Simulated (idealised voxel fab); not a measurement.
process module | voxel local oxidation
cross-section cut | 180 nm wide | cells 5 nm
A cross-section is a grid of square cells, given in bands from the top down. A band is one or more rows of cells.
Each band's line starts with the height of the band's top and of its bottom, in nm. Then come its materials from left to right, each with its width in nm. One material with "throughout" fills the band from edge to edge. "air" is empty space.
Height 0 is the level under which the wafer as received is all one material. The lowest band goes on downwards, as in "0 down".
A width such as "30 to 40" changes by the same amount from each row of cells to the next, from the band's top row to its bottom row.
"no change" after a step means that no cell of the cross-section changed.
closed voids: empty space of 8 cells or more with no open way to the top, each as width x height at its distance from the left edge, in nm
after a step's settings: what the simulator itself notes on the step
overlay nm, on a step with a mask: how far to the right of its planned place the mask lay; to the left if negative
plan
1 op RECEIVE | material Si
2 op OXIDIZE | depth nm 5
3 op CONFORMAL_DEP | material SiN | thk nm 15
4 op PATTERN | tone cover | mask id ACTIVE | material resist | width nm 130 | thk nm 20 | overlay nm 0
5 op DIRECTIONAL_ETCH | etch materials SiN | depth nm 15
6 op STRIP | etch materials resist
7 op SELECTIVE_ETCH | etch materials SiO2 | depth nm 5
8 op OXIDIZE | depth nm 15
9 op STRIP | etch materials SiN
first wafer, as planned
as received, after step 1
  0 down: Si throughout
  closed voids: none
after step 2
  0 to -5: SiO2 throughout
  below -5: unchanged
after step 3
  15 to 0: SiN throughout
  below 0: unchanged
after step 4
  35 to 15: air 25 | resist 130 | air 25
  below 15: unchanged
after step 5
  35 to 15: air 25 | resist 130 | air 25
  15 to 0: air 25 | SiN 130 | air 25
  below 0: unchanged
after step 6
  15 to 0: air 25 | SiN 130 | air 25
  below 0: unchanged
after step 7
  15 to 0: air 25 | SiN 130 | air 25
  0 to -5: air 30 | SiO2 120 | air 30
  below -5: unchanged
after step 8
  15 to 0: air 25 | SiN 130 | air 25
  0 to -5: air 30 | SiO2 120 | air 30
  -5 to -20: SiO2 45 | Si 90 | SiO2 45
  below -20: unchanged
after step 9
  0 to -5: air 30 | SiO2 120 | air 30
  below -5: unchanged
second wafer: like start, like plan, one mistake. Through step 3 it matches the first wafer
when step 4 should have ended
  35 to 15: air 30 | resist 125 | air 25
  below 15: unchanged
when step 5 should have ended
  35 to 15: air 30 | resist 125 | air 25
  15 to 0: air 30 | SiN 125 | air 25
  below 0: unchanged
when step 6 should have ended
  15 to 0: air 30 | SiN 125 | air 25
  below 0: unchanged
when step 7 should have ended
  15 to 0: air 30 | SiN 125 | air 25
  0 to -5: air 35 | SiO2 115 | air 30
  below -5: unchanged
when step 8 should have ended
  15 to 0: air 30 | SiN 125 | air 25
  0 to -5: air 35 | SiO2 115 | air 30
  -5 to -20: SiO2 50 | Si 85 | SiO2 45
  below -20: unchanged
when step 9 should have ended
  0 to -5: air 35 | SiO2 115 | air 30
  below -5: unchanged
what went wrong: step 4 ran as: op PATTERN | tone cover | mask id ACTIVE | material resist | width nm 125 | thk nm 20 | overlay nm 0
at the end the second wafer has, in cells: 3 fewer of Si | 2 more of SiO2
